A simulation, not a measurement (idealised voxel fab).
Process module name: voxel ribs on slabs
155 nm wide, 5 nm square cells: that's cross-section cut.
Just so we're on the same page, the cross-sections are grids of square cells, and they're listed out in bands top to bottom, each band one or more rows deep. For a band, the entry starts with two heights in nm, that of the top and then that of the bottom, and carries on with the band's materials in order from left to right, each alongside its width in nm; the word "full width" beside a single material means it fills the band edge to edge, and "air" means empty space. For the purposes of this specification, 0 denotes the height below which the wafer in its as-received condition is composed wholly of one material, and the lowermost band, lacking a lower limit, extends downward without end, as expressed in "0 nm and below". Note: "30 to 40" means the width goes from the first number (top row of the band) to the second number (bottom row) in equal steps per row of cells. Take "nothing altered" at face value: in the step it is given for, the cross-section changed in none of its cells. "Enclosed voids" - sealed voids, min. 8 cells, no opening to top; format: width x height at distance (distance from left edge; nm throughout). Anything after a step's settings on that line? It's the simulator's own note about the step. When a step includes a mask, the "overlay nm" setting on its line states how far to the right of its planned place that mask lay, and negative values state how far to the left. Pairs, read this way: before one process step on the one hand, after it on the other, the after cross-section ending at the lowest band that changed; the step between, settings included, beneath. Same starting wafer throughout, but possibly different runs of this module, so no pair continues from the pair above unless its entry headed "State on entry" says so.

**State on entry**
* 0 nm and below: Si full width
* Enclosed voids: none

**Sectional View, Post-Process**
* 20 nm to 0 nm: SiO2 full width
* Unchanged below 0.
* Enclosed voids: none
What was done to get from the before section above to the after section? DIRECTIONAL_DEP [material SiO2] [thk nm 20]

State on entry: see preceding pair, after cross-section.

**Sectional View, Post-Process**
* 45 nm to 20 nm: polySi full width
* Unchanged below 20.
* Enclosed voids: none
What was done to get from the before section above to the after section? DIRECTIONAL_DEP [material polySi] [thk nm 25]

State on entry: see preceding pair, after cross-section.

**Sectional View, Post-Process**
* 60 nm to 45 nm: air 65 nm, then resist 25 nm, then air 65 nm
* Unchanged below 45.
* Enclosed voids: none
What was done to get from the before section above to the after section? PATTERN [tone cover] [mask id RIB] [material resist] [width nm 25] [thk nm 15] [overlay nm 0]

State on entry: see preceding pair, after cross-section.

**Sectional View, Post-Process**
* 60 nm to 45 nm: air 65 nm, then resist 25 nm, then air 65 nm
* 45 nm to 40 nm: air 65 nm, then polySi 25 nm, then air 65 nm
* Unchanged below 40.
* Enclosed voids: none
What was done to get from the before section above to the after section? DIRECTIONAL_ETCH [etch materials polySi] [depth nm 5]

State on entry: see preceding pair, after cross-section.

**Sectional View, Post-Process**
* 45 nm to 40 nm: air 65 nm, then polySi 25 nm, then air 65 nm
* Unchanged below 40.
* Enclosed voids: none
What was done to get from the before section above to the after section? STRIP [etch materials resist]

State on entry: see preceding pair, after cross-section.

**Sectional View, Post-Process**
* 45 nm to 40 nm: air 65 nm, then polySi 25 nm, then air 65 nm
* 40 nm to 20 nm: air 35 nm, then polySi 85 nm, then air 35 nm
* Unchanged below 20.
* Enclosed voids: none
What was done to get from the before section above to the after section? MASKED_ETCH [tone cover] [mask id SLAB] [width nm 85] [etch materials polySi] [depth nm 20] [overlay nm 0]

State on entry: see preceding pair, after cross-section.

**Sectional View, Post-Process**
* 75 nm to 45 nm: SiO2 full width
* 45 nm to 40 nm: SiO2 65 nm, then polySi 25 nm, then SiO2 65 nm
* 40 nm to 20 nm: SiO2 35 nm, then polySi 85 nm, then SiO2 35 nm
* Unchanged below 20.
* Enclosed voids: none
What was done to get from the before section above to the after section? FILL_DEP [material SiO2] [thk nm 30]

State on entry: see preceding pair, after cross-section.

**Sectional View, Post-Process**
* 65 nm to 45 nm: SiO2 full width
* Unchanged below 45.
* Enclosed voids: none
What was done to get from the before section above to the after section? CMP [height nm 65]

State on entry: see preceding pair, after cross-section.

**Sectional View, Post-Process**
* 75 nm to 65 nm: TiN full width
* Unchanged below 65.
* Enclosed voids: none
What was done to get from the before section above to the after section? DIRECTIONAL_DEP [material TiN] [thk nm 10]

State on entry: see preceding pair, after cross-section.

**Sectional View, Post-Process**
* 85 nm to 75 nm: aC full width
* Unchanged below 75.
* Enclosed voids: none
What was done to get from the before section above to the after section? DIRECTIONAL_DEP [material aC] [thk nm 10]

State on entry: see preceding pair, after cross-section.

**Sectional View, Post-Process**
* 115 nm to 85 nm: air 60 nm, then resist 35 nm, then air 60 nm
* Unchanged below 85.
* Enclosed voids: none
What was done to get from the before section above to the after section? PATTERN [tone cover] [mask id HEATER] [material resist] [width nm 35] [thk nm 30] [overlay nm 0]

State on entry: see preceding pair, after cross-section.

**Sectional View, Post-Process**
* 105 nm to 85 nm: air 60 nm, then resist 35 nm, then air 60 nm
* 85 nm to 75 nm: air 60 nm, then aC 35 nm, then air 60 nm
* Unchanged below 75.
* Enclosed voids: none
What was done to get from the before section above to the after section? DIRECTIONAL_ETCH [etch materials aC] [depth nm 10]

State on entry: see preceding pair, after cross-section.

**Sectional View, Post-Process**
* 85 nm to 75 nm: air 60 nm, then aC 35 nm, then air 60 nm
* Unchanged below 75.
* Enclosed voids: none
What was done to get from the before section above to the after section? STRIP [etch materials resist]

State on entry: see preceding pair, after cross-section.

**Sectional View, Post-Process**
* 85 nm to 75 nm: air 60 nm, then aC 35 nm, then air 60 nm
* 75 nm to 65 nm: air 60 nm, then TiN 35 nm, then air 60 nm
* Unchanged below 65.
* Enclosed voids: none
What was done to get from the before section above to the after section? DIRECTIONAL_ETCH [etch materials TiN] [depth nm 10]

State on entry: see preceding pair, after cross-section.

**Sectional View, Post-Process**
* 75 nm to 65 nm: air 60 nm, then TiN 35 nm, then air 60 nm
* Unchanged below 65.
* Enclosed voids: none
What was done to get from the before section above to the after section? STRIP [etch materials aC]

State on entry: see preceding pair, after cross-section.

**Sectional View, Post-Process**
* 85 nm to 75 nm: air 50 nm, then SiN 55 nm, then air 50 nm
* 75 nm to 65 nm: SiN 60 nm, then TiN 35 nm, then SiN 60 nm
* Unchanged below 65.
* Enclosed voids: none
What was done to get from the before section above to the after section? CONFORMAL_DEP [material SiN] [thk nm 10]

**State on entry**
* 45 nm to 20 nm: polySi full width
* 20 nm to 0 nm: SiO2 full width
* 0 nm and below: Si full width
* Enclosed voids: none

**Sectional View, Post-Process**
* 70 nm to 20 nm: polySi full width
* Unchanged below 20.
* Enclosed voids: none
What was done to get from the before section above to the after section? DIRECTIONAL_DEP [material polySi] [thk nm 25]

State on entry: see preceding pair, after cross-section.

**Sectional View, Post-Process**
* 85 nm to 70 nm: air 65 nm, then resist 25 nm, then air 65 nm
* Unchanged below 70.
* Enclosed voids: none
What was done to get from the before section above to the after section? PATTERN [tone cover] [mask id RIB] [material resist] [width nm 25] [thk nm 15] [overlay nm 0]

State on entry: see preceding pair, after cross-section.

**Sectional View, Post-Process**
* 85 nm to 70 nm: air 65 nm, then resist 25 nm, then air 65 nm
* 70 nm to 65 nm: air 65 nm, then polySi 25 nm, then air 65 nm
* Unchanged below 65.
* Enclosed voids: none
What was done to get from the before section above to the after section? DIRECTIONAL_ETCH [etch materials polySi] [depth nm 5]

State on entry: see preceding pair, after cross-section.

**Sectional View, Post-Process**
* 70 nm to 65 nm: air 65 nm, then polySi 25 nm, then air 65 nm
* Unchanged below 65.
* Enclosed voids: none
What was done to get from the before section above to the after section? STRIP [etch materials resist]

State on entry: see preceding pair, after cross-section.

**Sectional View, Post-Process**
* 70 nm to 65 nm: air 65 nm, then polySi 25 nm, then air 65 nm
* 65 nm to 45 nm: air 35 nm, then polySi 85 nm, then air 35 nm
* Unchanged below 45.
* Enclosed voids: none
What was done to get from the before section above to the after section? MASKED_ETCH [tone cover] [mask id SLAB] [width nm 85] [etch materials polySi] [depth nm 20] [overlay nm 0]

State on entry: see preceding pair, after cross-section.

**Sectional View, Post-Process**
* 100 nm to 70 nm: SiO2 full width
* 70 nm to 65 nm: SiO2 65 nm, then polySi 25 nm, then SiO2 65 nm
* 65 nm to 45 nm: SiO2 35 nm, then polySi 85 nm, then SiO2 35 nm
* Unchanged below 45.
* Enclosed voids: none
What was done to get from the before section above to the after section? FILL_DEP [material SiO2] [thk nm 30]

State on entry: see preceding pair, after cross-section.

**Sectional View, Post-Process**
* 65 nm to 45 nm: SiO2 35 nm, then polySi 85 nm, then SiO2 35 nm
* Unchanged below 45.
* Enclosed voids: none
What was done to get from the before section above to the after section? CMP [height nm 65]

State on entry: see preceding pair, after cross-section.

**Sectional View, Post-Process**
* 75 nm to 65 nm: TiN full width
* Unchanged below 65.
* Enclosed voids: none
What was done to get from the before section above to the after section? DIRECTIONAL_DEP [material TiN] [thk nm 10]

State on entry: see preceding pair, after cross-section.

**Sectional View, Post-Process**
* 85 nm to 75 nm: aC full width
* Unchanged below 75.
* Enclosed voids: none
What was done to get from the before section above to the after section? DIRECTIONAL_DEP [material aC] [thk nm 10]

State on entry: see preceding pair, after cross-section.

**Sectional View, Post-Process**
* 115 nm to 85 nm: air 60 nm, then resist 35 nm, then air 60 nm
* Unchanged below 85.
* Enclosed voids: none
What was done to get from the before section above to the after section? PATTERN [tone cover] [mask id HEATER] [material resist] [width nm 35] [thk nm 30] [overlay nm 0]

State on entry: see preceding pair, after cross-section.

**Sectional View, Post-Process**
* 105 nm to 85 nm: air 60 nm, then resist 35 nm, then air 60 nm
* 85 nm to 75 nm: air 60 nm, then aC 35 nm, then air 60 nm
* Unchanged below 75.
* Enclosed voids: none
What was done to get from the before section above to the after section? DIRECTIONAL_ETCH [etch materials aC] [depth nm 10]

State on entry: see preceding pair, after cross-section.

**Sectional View, Post-Process**
* 85 nm to 75 nm: air 60 nm, then aC 35 nm, then air 60 nm
* Unchanged below 75.
* Enclosed voids: none
What was done to get from the before section above to the after section? STRIP [etch materials resist]

State on entry: see preceding pair, after cross-section.

**Sectional View, Post-Process**
* 85 nm to 75 nm: air 60 nm, then aC 35 nm, then air 60 nm
* 75 nm to 65 nm: air 60 nm, then TiN 35 nm, then air 60 nm
* Unchanged below 65.
* Enclosed voids: none
What was done to get from the before section above to the after section? DIRECTIONAL_ETCH [etch materials TiN] [depth nm 10]

State on entry: see preceding pair, after cross-section.

**Sectional View, Post-Process**
* 75 nm to 65 nm: air 60 nm, then TiN 35 nm, then air 60 nm
* Unchanged below 65.
* Enclosed voids: none
What was done to get from the before section above to the after section? STRIP [etch materials aC]

State on entry: see preceding pair, after cross-section.

**Sectional View, Post-Process**
* 85 nm to 75 nm: air 50 nm, then SiN 55 nm, then air 50 nm
* 75 nm to 65 nm: SiN 60 nm, then TiN 35 nm, then SiN 60 nm
* Unchanged below 65.
* Enclosed voids: none
What was done to get from the before section above to the after section? CONFORMAL_DEP [material SiN] [thk nm 10]

**State on entry**
* 0 nm and below: Si full width
* Enclosed voids: none

**Sectional View, Post-Process**
* 25 nm to 0 nm: polySi full width
* Unchanged below 0.
* Enclosed voids: none
What was done to get from the before section above to the after section? DIRECTIONAL_DEP [material polySi] [thk nm 25]

State on entry: see preceding pair, after cross-section.

**Sectional View, Post-Process**
* 45 nm to 25 nm: SiO2 full width
* Unchanged below 25.
* Enclosed voids: none
What was done to get from the before section above to the after section? DIRECTIONAL_DEP [material SiO2] [thk nm 20]

State on entry: see preceding pair, after cross-section.

**Sectional View, Post-Process**
* 60 nm to 45 nm: air 65 nm, then resist 25 nm, then air 65 nm
* Unchanged below 45.
* Enclosed voids: none
What was done to get from the before section above to the after section? PATTERN [tone cover] [mask id RIB] [material resist] [width nm 25] [thk nm 15] [overlay nm 0]

State on entry: see preceding pair, after cross-section.

**Sectional View, Post-Process**
* 45 nm to 25 nm: SiO2 full width
* Unchanged below 25.
* Enclosed voids: none
What was done to get from the before section above to the after section? STRIP [etch materials resist]

State on entry: see preceding pair, after cross-section.

**Sectional View, Post-Process**
* 75 nm to 25 nm: SiO2 full width
* Unchanged below 25.
* Enclosed voids: none
What was done to get from the before section above to the after section? FILL_DEP [material SiO2] [thk nm 30]

State on entry: see preceding pair, after cross-section.

**Sectional View, Post-Process**
* 65 nm to 25 nm: SiO2 full width
* Unchanged below 25.
* Enclosed voids: none
What was done to get from the before section above to the after section? CMP [height nm 65]

State on entry: see preceding pair, after cross-section.

**Sectional View, Post-Process**
* 75 nm to 65 nm: TiN full width
* Unchanged below 65.
* Enclosed voids: none
What was done to get from the before section above to the after section? DIRECTIONAL_DEP [material TiN] [thk nm 10]

State on entry: see preceding pair, after cross-section.

**Sectional View, Post-Process**
* 85 nm to 75 nm: aC full width
* Unchanged below 75.
* Enclosed voids: none
What was done to get from the before section above to the after section? DIRECTIONAL_DEP [material aC] [thk nm 10]

State on entry: see preceding pair, after cross-section.

**Sectional View, Post-Process**
* 115 nm to 85 nm: air 60 nm, then resist 35 nm, then air 60 nm
* Unchanged below 85.
* Enclosed voids: none
What was done to get from the before section above to the after section? PATTERN [tone cover] [mask id HEATER] [material resist] [width nm 35] [thk nm 30] [overlay nm 0]

State on entry: see preceding pair, after cross-section.

**Sectional View, Post-Process**
* 105 nm to 85 nm: air 60 nm, then resist 35 nm, then air 60 nm
* 85 nm to 75 nm: air 60 nm, then aC 35 nm, then air 60 nm
* Unchanged below 75.
* Enclosed voids: none
What was done to get from the before section above to the after section? DIRECTIONAL_ETCH [etch materials aC] [depth nm 10]

State on entry: see preceding pair, after cross-section.

**Sectional View, Post-Process**
* 85 nm to 75 nm: air 60 nm, then aC 35 nm, then air 60 nm
* Unchanged below 75.
* Enclosed voids: none
What was done to get from the before section above to the after section? STRIP [etch materials resist]

State on entry: see preceding pair, after cross-section.

**Sectional View, Post-Process**
* 85 nm to 75 nm: air 60 nm, then aC 35 nm, then air 60 nm
* 75 nm to 65 nm: air 60 nm, then TiN 35 nm, then air 60 nm
* Unchanged below 65.
* Enclosed voids: none
What was done to get from the before section above to the after section? DIRECTIONAL_ETCH [etch materials TiN] [depth nm 10]

State on entry: see preceding pair, after cross-section.

**Sectional View, Post-Process**
* 75 nm to 65 nm: air 60 nm, then TiN 35 nm, then air 60 nm
* Unchanged below 65.
* Enclosed voids: none
What was done to get from the before section above to the after section? STRIP [etch materials aC]

State on entry: see preceding pair, after cross-section.

**Sectional View, Post-Process**
* 85 nm to 75 nm: air 50 nm, then SiN 55 nm, then air 50 nm
* 75 nm to 65 nm: SiN 60 nm, then TiN 35 nm, then SiN 60 nm
* Unchanged below 65.
* Enclosed voids: none
What was done to get from the before section above to the after section? CONFORMAL_DEP [material SiN] [thk nm 10]

**State on entry**
* 60 nm to 45 nm: air 65 nm, then resist 25 nm, then air 65 nm
* 45 nm to 20 nm: polySi full width
* 20 nm to 0 nm: SiO2 full width
* 0 nm and below: Si full width
* Enclosed voids: none

**Sectional View, Post-Process**
* 60 nm to 45 nm: air 65 nm, then resist 25 nm, then air 65 nm
* 45 nm to 30 nm: air 65 nm, then polySi 25 nm, then air 65 nm
* Unchanged below 30.
* Enclosed voids: none
What was done to get from the before section above to the after section? DIRECTIONAL_ETCH [etch materials polySi] [depth nm 15]

State on entry: see preceding pair, after cross-section.

**Sectional View, Post-Process**
* 45 nm to 30 nm: air 65 nm, then polySi 25 nm, then air 65 nm
* Unchanged below 30.
* Enclosed voids: none
What was done to get from the before section above to the after section? STRIP [etch materials resist]

State on entry: see preceding pair, after cross-section.

**Sectional View, Post-Process**
* 45 nm to 30 nm: air 65 nm, then polySi 25 nm, then air 65 nm
* 30 nm to 20 nm: air 35 nm, then polySi 85 nm, then air 35 nm
* Unchanged below 20.
* Enclosed voids: none
What was done to get from the before section above to the after section? MASKED_ETCH [tone cover] [mask id SLAB] [width nm 85] [etch materials polySi] [depth nm 20] [overlay nm 0]

State on entry: see preceding pair, after cross-section.

**Sectional View, Post-Process**
* 75 nm to 45 nm: SiO2 full width
* 45 nm to 30 nm: SiO2 65 nm, then polySi 25 nm, then SiO2 65 nm
* 30 nm to 20 nm: SiO2 35 nm, then polySi 85 nm, then SiO2 35 nm
* Unchanged below 20.
* Enclosed voids: none
What was done to get from the before section above to the after section? FILL_DEP [material SiO2] [thk nm 30]

State on entry: see preceding pair, after cross-section.

**Sectional View, Post-Process**
* 65 nm to 45 nm: SiO2 full width
* Unchanged below 45.
* Enclosed voids: none
What was done to get from the before section above to the after section? CMP [height nm 65]

State on entry: see preceding pair, after cross-section.

**Sectional View, Post-Process**
* 75 nm to 65 nm: TiN full width
* Unchanged below 65.
* Enclosed voids: none
What was done to get from the before section above to the after section? DIRECTIONAL_DEP [material TiN] [thk nm 10]

State on entry: see preceding pair, after cross-section.

**Sectional View, Post-Process**
* 85 nm to 75 nm: aC full width
* Unchanged below 75.
* Enclosed voids: none
What was done to get from the before section above to the after section? DIRECTIONAL_DEP [material aC] [thk nm 10]

State on entry: see preceding pair, after cross-section.

**Sectional View, Post-Process**
* 115 nm to 85 nm: air 60 nm, then resist 35 nm, then air 60 nm
* Unchanged below 85.
* Enclosed voids: none
What was done to get from the before section above to the after section? PATTERN [tone cover] [mask id HEATER] [material resist] [width nm 35] [thk nm 30] [overlay nm 0]

State on entry: see preceding pair, after cross-section.

**Sectional View, Post-Process**
* 105 nm to 85 nm: air 60 nm, then resist 35 nm, then air 60 nm
* 85 nm to 75 nm: air 60 nm, then aC 35 nm, then air 60 nm
* Unchanged below 75.
* Enclosed voids: none
What was done to get from the before section above to the after section? DIRECTIONAL_ETCH [etch materials aC] [depth nm 10]

State on entry: see preceding pair, after cross-section.

**Sectional View, Post-Process**
* 85 nm to 75 nm: air 60 nm, then aC 35 nm, then air 60 nm
* Unchanged below 75.
* Enclosed voids: none
What was done to get from the before section above to the after section? STRIP [etch materials resist]

State on entry: see preceding pair, after cross-section.

**Sectional View, Post-Process**
* 85 nm to 75 nm: air 60 nm, then aC 35 nm, then air 60 nm
* 75 nm to 65 nm: air 60 nm, then TiN 35 nm, then air 60 nm
* Unchanged below 65.
* Enclosed voids: none
What was done to get from the before section above to the after section? DIRECTIONAL_ETCH [etch materials TiN] [depth nm 10]

State on entry: see preceding pair, after cross-section.

**Sectional View, Post-Process**
* 75 nm to 65 nm: air 60 nm, then TiN 35 nm, then air 60 nm
* Unchanged below 65.
* Enclosed voids: none
What was done to get from the before section above to the after section? STRIP [etch materials aC]

State on entry: see preceding pair, after cross-section.

**Sectional View, Post-Process**
* 85 nm to 75 nm: air 50 nm, then SiN 55 nm, then air 50 nm
* 75 nm to 65 nm: SiN 60 nm, then TiN 35 nm, then SiN 60 nm
* Unchanged below 65.
* Enclosed voids: none
What was done to get from the before section above to the after section? CONFORMAL_DEP [material SiN] [thk nm 10]

**State on entry**
* 45 nm to 40 nm: air 65 nm, then polySi 25 nm, then air 65 nm
* 40 nm to 20 nm: polySi full width
* 20 nm to 0 nm: SiO2 full width
* 0 nm and below: Si full width
* Enclosed voids: none

**Sectional View, Post-Process**
* 45 nm to 40 nm: air 65 nm, then polySi 25 nm, then air 65 nm
* 40 nm to 20 nm: air 40 nm, then polySi 75 nm, then air 40 nm
* Unchanged below 20.
* Enclosed voids: none
What was done to get from the before section above to the after section? MASKED_ETCH [tone cover] [mask id SLAB] [width nm 75] [etch materials polySi] [depth nm 20] [overlay nm 0]

State on entry: see preceding pair, after cross-section.

**Sectional View, Post-Process**
* 75 nm to 45 nm: SiO2 full width
* 45 nm to 40 nm: SiO2 65 nm, then polySi 25 nm, then SiO2 65 nm
* 40 nm to 20 nm: SiO2 40 nm, then polySi 75 nm, then SiO2 40 nm
* Unchanged below 20.
* Enclosed voids: none
What was done to get from the before section above to the after section? FILL_DEP [material SiO2] [thk nm 30]

State on entry: see preceding pair, after cross-section.

**Sectional View, Post-Process**
* 65 nm to 45 nm: SiO2 full width
* Unchanged below 45.
* Enclosed voids: none
What was done to get from the before section above to the after section? CMP [height nm 65]

State on entry: see preceding pair, after cross-section.

**Sectional View, Post-Process**
* 75 nm to 65 nm: TiN full width
* Unchanged below 65.
* Enclosed voids: none
What was done to get from the before section above to the after section? DIRECTIONAL_DEP [material TiN] [thk nm 10]

State on entry: see preceding pair, after cross-section.

**Sectional View, Post-Process**
* 85 nm to 75 nm: aC full width
* Unchanged below 75.
* Enclosed voids: none
What was done to get from the before section above to the after section? DIRECTIONAL_DEP [material aC] [thk nm 10]

State on entry: see preceding pair, after cross-section.

**Sectional View, Post-Process**
* 115 nm to 85 nm: air 60 nm, then resist 35 nm, then air 60 nm
* Unchanged below 85.
* Enclosed voids: none
What was done to get from the before section above to the after section? PATTERN [tone cover] [mask id HEATER] [material resist] [width nm 35] [thk nm 30] [overlay nm 0]

State on entry: see preceding pair, after cross-section.

**Sectional View, Post-Process**
* 105 nm to 85 nm: air 60 nm, then resist 35 nm, then air 60 nm
* 85 nm to 75 nm: air 60 nm, then aC 35 nm, then air 60 nm
* Unchanged below 75.
* Enclosed voids: none
What was done to get from the before section above to the after section? DIRECTIONAL_ETCH [etch materials aC] [depth nm 10]

State on entry: see preceding pair, after cross-section.

**Sectional View, Post-Process**
* 85 nm to 75 nm: air 60 nm, then aC 35 nm, then air 60 nm
* Unchanged below 75.
* Enclosed voids: none
What was done to get from the before section above to the after section? STRIP [etch materials resist]

State on entry: see preceding pair, after cross-section.

**Sectional View, Post-Process**
* 85 nm to 75 nm: air 60 nm, then aC 35 nm, then air 60 nm
* 75 nm to 65 nm: air 60 nm, then TiN 35 nm, then air 60 nm
* Unchanged below 65.
* Enclosed voids: none
What was done to get from the before section above to the after section? DIRECTIONAL_ETCH [etch materials TiN] [depth nm 10]

State on entry: see preceding pair, after cross-section.

**Sectional View, Post-Process**
* 75 nm to 65 nm: air 60 nm, then TiN 35 nm, then air 60 nm
* Unchanged below 65.
* Enclosed voids: none
What was done to get from the before section above to the after section? STRIP [etch materials aC]

State on entry: see preceding pair, after cross-section.

**Sectional View, Post-Process**
* 85 nm to 75 nm: air 50 nm, then SiN 55 nm, then air 50 nm
* 75 nm to 65 nm: SiN 60 nm, then TiN 35 nm, then SiN 60 nm
* Unchanged below 65.
* Enclosed voids: none
What was done to get from the before section above to the after section? CONFORMAL_DEP [material SiN] [thk nm 10]

**State on entry**
* 45 nm to 20 nm: polySi full width
* 20 nm to 0 nm: SiO2 full width
* 0 nm and below: Si full width
* Enclosed voids: none

**Sectional View, Post-Process**
* 60 nm to 45 nm: air 55 nm, then resist 25 nm, then air 75 nm
* Unchanged below 45.
* Enclosed voids: none
What was done to get from the before section above to the after section? PATTERN [tone cover] [mask id RIB] [material resist] [width nm 25] [thk nm 15] [overlay nm -10]

State on entry: see preceding pair, after cross-section.

**Sectional View, Post-Process**
* 60 nm to 45 nm: air 55 nm, then resist 25 nm, then air 75 nm
* 45 nm to 40 nm: air 55 nm, then polySi 25 nm, then air 75 nm
* Unchanged below 40.
* Enclosed voids: none
What was done to get from the before section above to the after section? DIRECTIONAL_ETCH [etch materials polySi] [depth nm 5]

State on entry: see preceding pair, after cross-section.

**Sectional View, Post-Process**
* 45 nm to 40 nm: air 55 nm, then polySi 25 nm, then air 75 nm
* Unchanged below 40.
* Enclosed voids: none
What was done to get from the before section above to the after section? STRIP [etch materials resist]

State on entry: see preceding pair, after cross-section.

**Sectional View, Post-Process**
* 45 nm to 40 nm: air 55 nm, then polySi 25 nm, then air 75 nm
* 40 nm to 20 nm: air 35 nm, then polySi 85 nm, then air 35 nm
* Unchanged below 20.
* Enclosed voids: none
What was done to get from the before section above to the after section? MASKED_ETCH [tone cover] [mask id SLAB] [width nm 85] [etch materials polySi] [depth nm 20] [overlay nm 0]

State on entry: see preceding pair, after cross-section.

**Sectional View, Post-Process**
* 75 nm to 45 nm: SiO2 full width
* 45 nm to 40 nm: SiO2 55 nm, then polySi 25 nm, then SiO2 75 nm
* 40 nm to 20 nm: SiO2 35 nm, then polySi 85 nm, then SiO2 35 nm
* Unchanged below 20.
* Enclosed voids: none
What was done to get from the before section above to the after section? FILL_DEP [material SiO2] [thk nm 30]

State on entry: see preceding pair, after cross-section.

**Sectional View, Post-Process**
* 65 nm to 45 nm: SiO2 full width
* Unchanged below 45.
* Enclosed voids: none
What was done to get from the before section above to the after section? CMP [height nm 65]

State on entry: see preceding pair, after cross-section.

**Sectional View, Post-Process**
* 75 nm to 65 nm: TiN full width
* Unchanged below 65.
* Enclosed voids: none
What was done to get from the before section above to the after section? DIRECTIONAL_DEP [material TiN] [thk nm 10]

State on entry: see preceding pair, after cross-section.

**Sectional View, Post-Process**
* 85 nm to 75 nm: aC full width
* Unchanged below 75.
* Enclosed voids: none
What was done to get from the before section above to the after section? DIRECTIONAL_DEP [material aC] [thk nm 10]

State on entry: see preceding pair, after cross-section.

**Sectional View, Post-Process**
* 115 nm to 85 nm: air 60 nm, then resist 35 nm, then air 60 nm
* Unchanged below 85.
* Enclosed voids: none
What was done to get from the before section above to the after section? PATTERN [tone cover] [mask id HEATER] [material resist] [width nm 35] [thk nm 30] [overlay nm 0]

State on entry: see preceding pair, after cross-section.

**Sectional View, Post-Process**
* 105 nm to 85 nm: air 60 nm, then resist 35 nm, then air 60 nm
* 85 nm to 75 nm: air 60 nm, then aC 35 nm, then air 60 nm
* Unchanged below 75.
* Enclosed voids: none
What was done to get from the before section above to the after section? DIRECTIONAL_ETCH [etch materials aC] [depth nm 10]

State on entry: see preceding pair, after cross-section.

**Sectional View, Post-Process**
* 85 nm to 75 nm: air 60 nm, then aC 35 nm, then air 60 nm
* Unchanged below 75.
* Enclosed voids: none
What was done to get from the before section above to the after section? STRIP [etch materials resist]

State on entry: see preceding pair, after cross-section.

**Sectional View, Post-Process**
* 85 nm to 75 nm: air 60 nm, then aC 35 nm, then air 60 nm
* 75 nm to 65 nm: air 60 nm, then TiN 35 nm, then air 60 nm
* Unchanged below 65.
* Enclosed voids: none
What was done to get from the before section above to the after section? DIRECTIONAL_ETCH [etch materials TiN] [depth nm 10]

State on entry: see preceding pair, after cross-section.

**Sectional View, Post-Process**
* 75 nm to 65 nm: air 60 nm, then TiN 35 nm, then air 60 nm
* Unchanged below 65.
* Enclosed voids: none
What was done to get from the before section above to the after section? STRIP [etch materials aC]

State on entry: see preceding pair, after cross-section.

**Sectional View, Post-Process**
* 85 nm to 75 nm: air 50 nm, then SiN 55 nm, then air 50 nm
* 75 nm to 65 nm: SiN 60 nm, then TiN 35 nm, then SiN 60 nm
* Unchanged below 65.
* Enclosed voids: none
What was done to get from the before section above to the after section? CONFORMAL_DEP [material SiN] [thk nm 10]

**State on entry**
* 75 nm to 65 nm: air 60 nm, then TiN 35 nm, then air 60 nm
* 65 nm to 45 nm: SiO2 full width
* 45 nm to 40 nm: SiO2 65 nm, then polySi 25 nm, then SiO2 65 nm
* 40 nm to 20 nm: SiO2 35 nm, then polySi 85 nm, then SiO2 35 nm
* 20 nm to 0 nm: SiO2 full width
* 0 nm and below: Si full width
* Enclosed voids: none

**Sectional View, Post-Process**
* 85 nm to 75 nm: air 50 nm, then aC 55 nm, then air 50 nm
* 75 nm to 65 nm: aC 60 nm, then TiN 35 nm, then aC 60 nm
* Unchanged below 65.
* Enclosed voids: none
What was done to get from the before section above to the after section? CONFORMAL_DEP [material aC] [thk nm 10]

**State on entry**
* 45 nm to 40 nm: air 65 nm, then polySi 25 nm, then air 65 nm
* 40 nm to 20 nm: polySi full width
* 20 nm to 0 nm: SiO2 full width
* 0 nm and below: Si full width
* Enclosed voids: none

**Sectional View, Post-Process**
* 40 nm to 25 nm: polySi 35 nm, then air 85 nm, then polySi 35 nm
* 25 nm to 20 nm: polySi 35 nm, then air 30 nm, then polySi 25 nm, then air 30 nm, then polySi 35 nm
* Unchanged below 20.
* Enclosed voids: none
What was done to get from the before section above to the after section? MASKED_ETCH [tone open] [mask id SLAB] [width nm 85] [etch materials polySi] [depth nm 20] [overlay nm 0]

State on entry: see preceding pair, after cross-section.

**Sectional View, Post-Process**
* 70 nm to 40 nm: SiO2 full width
* 40 nm to 25 nm: polySi 35 nm, then SiO2 85 nm, then polySi 35 nm
* 25 nm to 20 nm: polySi 35 nm, then SiO2 30 nm, then polySi 25 nm, then SiO2 30 nm, then polySi 35 nm
* Unchanged below 20.
* Enclosed voids: none
What was done to get from the before section above to the after section? FILL_DEP [material SiO2] [thk nm 30]

State on entry: see preceding pair, after cross-section.

**Sectional View, Post-Process**
* 65 nm to 40 nm: SiO2 full width
* Unchanged below 40.
* Enclosed voids: none
What was done to get from the before section above to the after section? CMP [height nm 65]

State on entry: see preceding pair, after cross-section.

**Sectional View, Post-Process**
* 75 nm to 65 nm: TiN full width
* Unchanged below 65.
* Enclosed voids: none
What was done to get from the before section above to the after section? DIRECTIONAL_DEP [material TiN] [thk nm 10]

State on entry: see preceding pair, after cross-section.

**Sectional View, Post-Process**
* 85 nm to 75 nm: aC full width
* Unchanged below 75.
* Enclosed voids: none
What was done to get from the before section above to the after section? DIRECTIONAL_DEP [material aC] [thk nm 10]

State on entry: see preceding pair, after cross-section.

**Sectional View, Post-Process**
* 115 nm to 85 nm: air 60 nm, then resist 35 nm, then air 60 nm
* Unchanged below 85.
* Enclosed voids: none
What was done to get from the before section above to the after section? PATTERN [tone cover] [mask id HEATER] [material resist] [width nm 35] [thk nm 30] [overlay nm 0]

State on entry: see preceding pair, after cross-section.

**Sectional View, Post-Process**
* 105 nm to 85 nm: air 60 nm, then resist 35 nm, then air 60 nm
* 85 nm to 75 nm: air 60 nm, then aC 35 nm, then air 60 nm
* Unchanged below 75.
* Enclosed voids: none
What was done to get from the before section above to the after section? DIRECTIONAL_ETCH [etch materials aC] [depth nm 10]

State on entry: see preceding pair, after cross-section.

**Sectional View, Post-Process**
* 85 nm to 75 nm: air 60 nm, then aC 35 nm, then air 60 nm
* Unchanged below 75.
* Enclosed voids: none
What was done to get from the before section above to the after section? STRIP [etch materials resist]

State on entry: see preceding pair, after cross-section.

**Sectional View, Post-Process**
* 85 nm to 75 nm: air 60 nm, then aC 35 nm, then air 60 nm
* 75 nm to 65 nm: air 60 nm, then TiN 35 nm, then air 60 nm
* Unchanged below 65.
* Enclosed voids: none
What was done to get from the before section above to the after section? DIRECTIONAL_ETCH [etch materials TiN] [depth nm 10]

State on entry: see preceding pair, after cross-section.

**Sectional View, Post-Process**
* 75 nm to 65 nm: air 60 nm, then TiN 35 nm, then air 60 nm
* Unchanged below 65.
* Enclosed voids: none
What was done to get from the before section above to the after section? STRIP [etch materials aC]
